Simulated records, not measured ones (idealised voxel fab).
process module | voxel wiring stack
cross-section cut | 290 nm wide | cells 5 nm
A cross-section is a grid of square cells, given in bands from the top down. A band is one or more rows of cells.
Each band's line starts with the height of the band's top and of its bottom, in nm. Then come its materials from left to right, each with its width in nm. One material with "throughout" fills the band from edge to edge. "air" is empty space.
Height 0 is the level under which the wafer as received is all one material. The lowest band goes on downwards, as in "0 down".
A width such as "30 to 40" changes by the same amount from each row of cells to the next, from the band's top row to its bottom row.
"no change" after a step means that no cell of the cross-section changed.
closed voids: empty space of 8 cells or more with no open way to the top, each as width x height at its distance from the left edge, in nm
after a step's settings: what the simulator itself notes on the step
overlay nm, on a step with a mask: how far to the right of its planned place the mask lay; to the left if negative
Each pair below shows a cross-section before one step and the cross-section after it, down to the lowest band that changed. The line under each pair gives the step between them, with its settings. The pairs can come from different runs of this module on the same starting wafer, so a pair continues from the pair above only where its "before" says so.
before
  145 to 125: resist 85 | air 25 | resist 20 | air 25 | resist 20 | air 25 | resist 90
  125 to 105: SiO2 throughout
  105 to 100: TiN throughout
  100 to 90: lowk 85 | TiN 5 | W 5 | TiN 5 | lowk 30 | TiN 5 | W 5 | TiN 5 | lowk 30 | TiN 5 | W 5 | TiN 5 | lowk 100
  90 to 85: SiCN 85 | TiN 15 | SiCN 30 | TiN 15 | SiCN 30 | TiN 15 | SiCN 100
  85 to 70: SiO2 80 | SiCN 5 | W 25 | SiCN 5 | SiO2 10 | SiCN 5 | W 25 | SiCN 5 | SiO2 10 | SiCN 5 | W 25 | SiCN 5 | SiO2 85
  70 to 65: SiCN 85 | TiN 25 | SiCN 20 | TiN 25 | SiCN 20 | TiN 25 | SiCN 90
  65 to 45: SiO2 85 | TiN 5 | Cu 5 | TiN 5 | SiO2 30 | TiN 5 | Cu 5 | TiN 5 | SiO2 30 | TiN 5 | Cu 5 | TiN 5 | SiO2 100
  45 to 40: SiCN 85 | TiN 15 | SiCN 30 | TiN 15 | SiCN 30 | TiN 15 | SiCN 100
  40 to 20: lowk 80 | SiN 5 | W 25 | SiN 5 | lowk 10 | SiN 5 | W 25 | SiN 5 | lowk 10 | SiN 5 | W 25 | SiN 5 | lowk 85
  20 to 15: SiN 85 | TiN 25 | SiN 20 | TiN 25 | SiN 20 | TiN 25 | SiN 90
  15 to 0: SiO2 throughout
  0 down: Si throughout
  closed voids: none
after
  145 to 125: resist 85 | air 25 | resist 20 | air 25 | resist 20 | air 25 | resist 90
  125 to 105: SiO2 85 | air 25 | SiO2 20 | air 25 | SiO2 20 | air 25 | SiO2 90
  below 105: unchanged
  closed voids: none
the step between: op DIRECTIONAL_ETCH | etch materials SiO2 | depth nm 20
before: the cross-section after the pair above
after
  125 to 105: SiO2 85 | air 25 | SiO2 20 | air 25 | SiO2 20 | air 25 | SiO2 90
  below 105: unchanged
  closed voids: none
the step between: op STRIP | etch materials resist
before: the cross-section after the pair above
after
  130 to 125: TiN 90 | air 15 | TiN 30 | air 15 | TiN 30 | air 15 | TiN 95
  125 to 110: SiO2 85 | TiN 5 | air 15 | TiN 5 | SiO2 20 | TiN 5 | air 15 | TiN 5 | SiO2 20 | TiN 5 | air 15 | TiN 5 | SiO2 90
  110 to 105: SiO2 85 | TiN 25 | SiO2 20 | TiN 25 | SiO2 20 | TiN 25 | SiO2 90
  below 105: unchanged
  closed voids: none
the step between: op CONFORMAL_DEP | material TiN | thk nm 5
before: the cross-section after the pair above
after
  140 to 130: Ru throughout
  130 to 125: TiN 90 | Ru 15 | TiN 30 | Ru 15 | TiN 30 | Ru 15 | TiN 95
  125 to 110: SiO2 85 | TiN 5 | Ru 15 | TiN 5 | SiO2 20 | TiN 5 | Ru 15 | TiN 5 | SiO2 20 | TiN 5 | Ru 15 | TiN 5 | SiO2 90
  below 110: unchanged
  closed voids: none
the step between: op FILL_DEP | material Ru | thk nm 10
before: the cross-section after the pair above
after
  125 to 110: SiO2 85 | TiN 5 | Ru 15 | TiN 5 | SiO2 20 | TiN 5 | Ru 15 | TiN 5 | SiO2 20 | TiN 5 | Ru 15 | TiN 5 | SiO2 90
  below 110: unchanged
  closed voids: none
the step between: op CMP | height nm 125
before: the cross-section after the pair above
after
  130 to 125: SiN throughout
  below 125: unchanged
  closed voids: none
the step between: op CONFORMAL_DEP | material SiN | thk nm 5
before
  95 to 85: aC throughout
  85 to 70: W throughout
  70 to 65: TiN throughout
  65 to 45: SiO2 85 | TiN 5 | Cu 5 | TiN 5 | SiO2 30 | TiN 5 | Cu 5 | TiN 5 | SiO2 30 | TiN 5 | Cu 5 | TiN 5 | SiO2 100
  45 to 40: SiCN 85 | TiN 15 | SiCN 30 | TiN 15 | SiCN 30 | TiN 15 | SiCN 100
  40 to 20: lowk 80 | SiN 5 | W 25 | SiN 5 | lowk 10 | SiN 5 | W 25 | SiN 5 | lowk 10 | SiN 5 | W 25 | SiN 5 | lowk 85
  20 to 15: SiN 85 | TiN 25 | SiN 20 | TiN 25 | SiN 20 | TiN 25 | SiN 90
  15 to 0: SiO2 throughout
  0 down: Si throughout
  closed voids: none
after
  125 to 95: resist 85 | air 25 | resist 20 | air 25 | resist 20 | air 25 | resist 90
  below 95: unchanged
  closed voids: none
the step between: op PATTERN | tone open | mask id METAL_2 | material resist | width nm 25 | pitch nm 45 | thk nm 30 | overlay nm 0
before: the cross-section after the pair above
after
  115 to 95: resist 85 | air 25 | resist 20 | air 25 | resist 20 | air 25 | resist 90
  95 to 85: aC 85 | air 25 | aC 20 | air 25 | aC 20 | air 25 | aC 90
  below 85: unchanged
  closed voids: none
the step between: op DIRECTIONAL_ETCH | etch materials aC | depth nm 10
before: the cross-section after the pair above
after
  95 to 85: aC 85 | air 25 | aC 20 | air 25 | aC 20 | air 25 | aC 90
  below 85: unchanged
  closed voids: none
the step between: op STRIP | etch materials resist
before: the cross-section after the pair above
after
  95 to 85: aC 85 | air 25 | aC 20 | air 25 | aC 20 | air 25 | aC 90
  85 to 70: W 85 | air 25 | W 20 | air 25 | W 20 | air 25 | W 90
  below 70: unchanged
  closed voids: none
the step between: op DIRECTIONAL_ETCH | etch materials W | depth nm 15
before: the cross-section after the pair above
after
  95 to 85: aC 85 | air 25 | aC 20 | air 25 | aC 20 | air 25 | aC 90
  85 to 70: W 85 | air 25 | W 20 | air 25 | W 20 | air 25 | W 90
  70 to 65: TiN 85 | air 25 | TiN 20 | air 25 | TiN 20 | air 25 | TiN 90
  below 65: unchanged
  closed voids: none
the step between: op DIRECTIONAL_ETCH | etch materials TiN | depth nm 5
before: the cross-section after the pair above
after
  85 to 70: W 85 | air 25 | W 20 | air 25 | W 20 | air 25 | W 90
  below 70: unchanged
  closed voids: none
the step between: op STRIP | etch materials aC
before: the cross-section after the pair above
after
  90 to 85: SiCN 90 | air 15 | SiCN 30 | air 15 | SiCN 30 | air 15 | SiCN 95
  85 to 70: W 85 | SiCN 5 | air 15 | SiCN 5 | W 20 | SiCN 5 | air 15 | SiCN 5 | W 20 | SiCN 5 | air 15 | SiCN 5 | W 90
  70 to 65: TiN 85 | SiCN 25 | TiN 20 | SiCN 25 | TiN 20 | SiCN 25 | TiN 90
  below 65: unchanged
  closed voids: none
the step between: op CONFORMAL_DEP | material SiCN | thk nm 5
before: the cross-section after the pair above
after
  100 to 90: SiO2 throughout
  90 to 85: SiCN 90 | SiO2 15 | SiCN 30 | SiO2 15 | SiCN 30 | SiO2 15 | SiCN 95
  85 to 70: W 85 | SiCN 5 | SiO2 15 | SiCN 5 | W 20 | SiCN 5 | SiO2 15 | SiCN 5 | W 20 | SiCN 5 | SiO2 15 | SiCN 5 | W 90
  below 70: unchanged
  closed voids: none
the step between: op FILL_DEP | material SiO2 | thk nm 10
before: the cross-section after the pair above
after
  85 to 70: W 85 | SiCN 5 | SiO2 15 | SiCN 5 | W 20 | SiCN 5 | SiO2 15 | SiCN 5 | W 20 | SiCN 5 | SiO2 15 | SiCN 5 | W 90
  below 70: unchanged
  closed voids: none
the step between: op CMP | height nm 85
before: the cross-section after the pair above
after
  90 to 85: SiCN throughout
  below 85: unchanged
  closed voids: none
the step between: op CONFORMAL_DEP | material SiCN | thk nm 5
before: the cross-section after the pair above
after
  100 to 90: lowk throughout
  below 90: unchanged
  closed voids: none
the step between: op DIRECTIONAL_DEP | material lowk | thk nm 10
before: the cross-section after the pair above
after
  100 to 90: lowk 85 | air 15 | lowk 30 | air 15 | lowk 30 | air 15 | lowk 100
  below 90: unchanged
  closed voids: none
the step between: op MASKED_ETCH | tone open | mask id PLUG_2 | width nm 15 | pitch nm 45 | etch materials lowk | depth nm 10 | overlay nm 0
before: the cross-section after the pair above
after
  100 to 90: lowk 85 | air 15 | lowk 30 | air 15 | lowk 30 | air 15 | lowk 100
  90 to 85: SiCN 85 | air 15 | SiCN 30 | air 15 | SiCN 30 | air 15 | SiCN 100
  below 85: unchanged
  closed voids: none
the step between: op MASKED_ETCH | tone open | mask id PLUG_2 | width nm 15 | pitch nm 45 | etch materials SiCN | depth nm 5 | overlay nm 0
before: the cross-section after the pair above
after
  105 to 100: TiN 90 | air 5 | TiN 40 | air 5 | TiN 40 | air 5 | TiN 105
  100 to 90: lowk 85 | TiN 5 | air 5 | TiN 5 | lowk 30 | TiN 5 | air 5 | TiN 5 | lowk 30 | TiN 5 | air 5 | TiN 5 | lowk 100
  90 to 85: SiCN 85 | TiN 15 | SiCN 30 | TiN 15 | SiCN 30 | TiN 15 | SiCN 100
  below 85: unchanged
  closed voids: none
the step between: op CONFORMAL_DEP | material TiN | thk nm 5
before: the cross-section after the pair above
after
  115 to 105: W throughout
  105 to 100: TiN 90 | W 5 | TiN 40 | W 5 | TiN 40 | W 5 | TiN 105
  100 to 90: lowk 85 | TiN 5 | W 5 | TiN 5 | lowk 30 | TiN 5 | W 5 | TiN 5 | lowk 30 | TiN 5 | W 5 | TiN 5 | lowk 100
  below 90: unchanged
  closed voids: none
the step between: op FILL_DEP | material W | thk nm 10
before: the cross-section after the pair above
after
  100 to 90: lowk 85 | TiN 5 | W 5 | TiN 5 | lowk 30 | TiN 5 | W 5 | TiN 5 | lowk 30 | TiN 5 | W 5 | TiN 5 | lowk 100
  below 90: unchanged
  closed voids: none
the step between: op CMP | height nm 100
before: the cross-section after the pair above
after
  105 to 100: SiN throughout
  below 100: unchanged
  closed voids: none
the step between: op CONFORMAL_DEP | material SiN | thk nm 5
before: the cross-section after the pair above
after
  125 to 105: SiO2 throughout
  below 105: unchanged
  closed voids: none
the step between: op DIRECTIONAL_DEP | material SiO2 | thk nm 20
before: the cross-section after the pair above
after
  145 to 125: resist 85 | air 25 | resist 20 | air 25 | resist 20 | air 25 | resist 90
  below 125: unchanged
  closed voids: none
the step between: op PATTERN | tone open | mask id METAL_3 | material resist | width nm 25 | pitch nm 45 | thk nm 20 | overlay nm 0
before: the cross-section after the pair above
after
  145 to 125: resist 85 | air 25 | resist 20 | air 25 | resist 20 | air 25 | resist 90
  125 to 105: SiO2 85 | air 25 | SiO2 20 | air 25 | SiO2 20 | air 25 | SiO2 90
  below 105: unchanged
  closed voids: none
the step between: op DIRECTIONAL_ETCH | etch materials SiO2 | depth nm 20
before: the cross-section after the pair above
after
  145 to 125: resist 85 | air 25 | resist 20 | air 25 | resist 20 | air 25 | resist 90
  125 to 105: SiO2 85 | air 25 | SiO2 20 | air 25 | SiO2 20 | air 25 | SiO2 90
  105 to 100: SiN 85 | air 25 | SiN 20 | air 25 | SiN 20 | air 25 | SiN 90
  below 100: unchanged
  closed voids: none
the step between: op DIRECTIONAL_ETCH | etch materials SiN | depth nm 5
before: the cross-section after the pair above
after
  125 to 105: SiO2 85 | air 25 | SiO2 20 | air 25 | SiO2 20 | air 25 | SiO2 90
  below 105: unchanged
  closed voids: none
the step between: op STRIP | etch materials resist
before: the cross-section after the pair above
after
  130 to 125: TiN 90 | air 15 | TiN 30 | air 15 | TiN 30 | air 15 | TiN 95
  125 to 105: SiO2 85 | TiN 5 | air 15 | TiN 5 | SiO2 20 | TiN 5 | air 15 | TiN 5 | SiO2 20 | TiN 5 | air 15 | TiN 5 | SiO2 90
  105 to 100: SiN 85 | TiN 25 | SiN 20 | TiN 25 | SiN 20 | TiN 25 | SiN 90
  below 100: unchanged
  closed voids: none
the step between: op CONFORMAL_DEP | material TiN | thk nm 5
before: the cross-section after the pair above
after
  140 to 130: Ru throughout
  130 to 125: TiN 90 | Ru 15 | TiN 30 | Ru 15 | TiN 30 | Ru 15 | TiN 95
  125 to 105: SiO2 85 | TiN 5 | Ru 15 | TiN 5 | SiO2 20 | TiN 5 | Ru 15 | TiN 5 | SiO2 20 | TiN 5 | Ru 15 | TiN 5 | SiO2 90
  below 105: unchanged
  closed voids: none
the step between: op FILL_DEP | material Ru | thk nm 10
before: the cross-section after the pair above
after
  125 to 105: SiO2 85 | TiN 5 | Ru 15 | TiN 5 | SiO2 20 | TiN 5 | Ru 15 | TiN 5 | SiO2 20 | TiN 5 | Ru 15 | TiN 5 | SiO2 90
  below 105: unchanged
  closed voids: none
the step between: op CMP | height nm 125
before: the cross-section after the pair above
after
  130 to 125: SiN throughout
  below 125: unchanged
  closed voids: none
the step between: op CONFORMAL_DEP | material SiN | thk nm 5
